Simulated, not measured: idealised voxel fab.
The process module that follows is named voxel local oxidation.
For reference, the cross-section in this document is cut, with width 180 nm and square cells of 5 nm.
Cross-sections here: square-cell grids, written as top-down lists of bands, a band being one or more rows of cells. Top, bottom (nm), then materials left to right with widths (nm); lone material tagged "full width" fills the whole band edge to edge; "blank" = empty space. Heights are expressed relative to 0, this being the level below which the as-received wafer comprises one material exclusively. The lowest band is unbounded in the downward direction and is denoted as in "from 0 down". A width such as "30->40" changes by the same amount from each row of cells to the next, from the band's top row to its bottom row. Basically "same as before" means that step didn't change any cell in the cross-section. Trapped void list: empty space of 8 cells or more with no open way to the top, each as width x height at its distance from the left edge, in nm. It should be noted that, on the line of a given step, the content following the step's settings is a remark produced by the simulator itself with respect to that step. Regarding "overlay nm": on a step with a mask, it is the distance the mask lay to the right of its planned place; a negative value places it to the left.
[The steps planned for the process are as follows]
| 1 | RECEIVE (material Si) |
| 2 | OXIDIZE (depth nm 5) |
| 3 | CONFORMAL_DEP (material SiN; thk nm 15) |
| 4 | PATTERN (tone cover; mask id ACTIVE; material resist; width nm 130; thk nm 20; overlay nm 0) |
| 5 | DIRECTIONAL_ETCH (etch materials SiN; depth nm 15) |
| 6 | STRIP (etch materials resist) |
| 7 | SELECTIVE_ETCH (etch materials SiO2; depth nm 5) |
| 8 | OXIDIZE (depth nm 15) |
| 9 | STRIP (etch materials SiN) |
[as received, after step 1]
  from 0 down: Si full width
  Trapped void list: none
[Below is the wafer in cross-section after the module was completed. It began from the starting point shown above and followed the plan shown above, except that one mistake was made while running it]
  from 0 to -5: blank (25); SiO2 (120); blank (35)
  from -5 to -20: SiO2 (40); Si (90); SiO2 (50)
  from -20 down: Si full width
  Trapped void list: none
Want to know what went wrong? step 4 was processed under conditions differing from the plan, specifically as PATTERN (tone cover; mask id ACTIVE; material resist; width nm 130; thk nm 20; overlay nm -5)
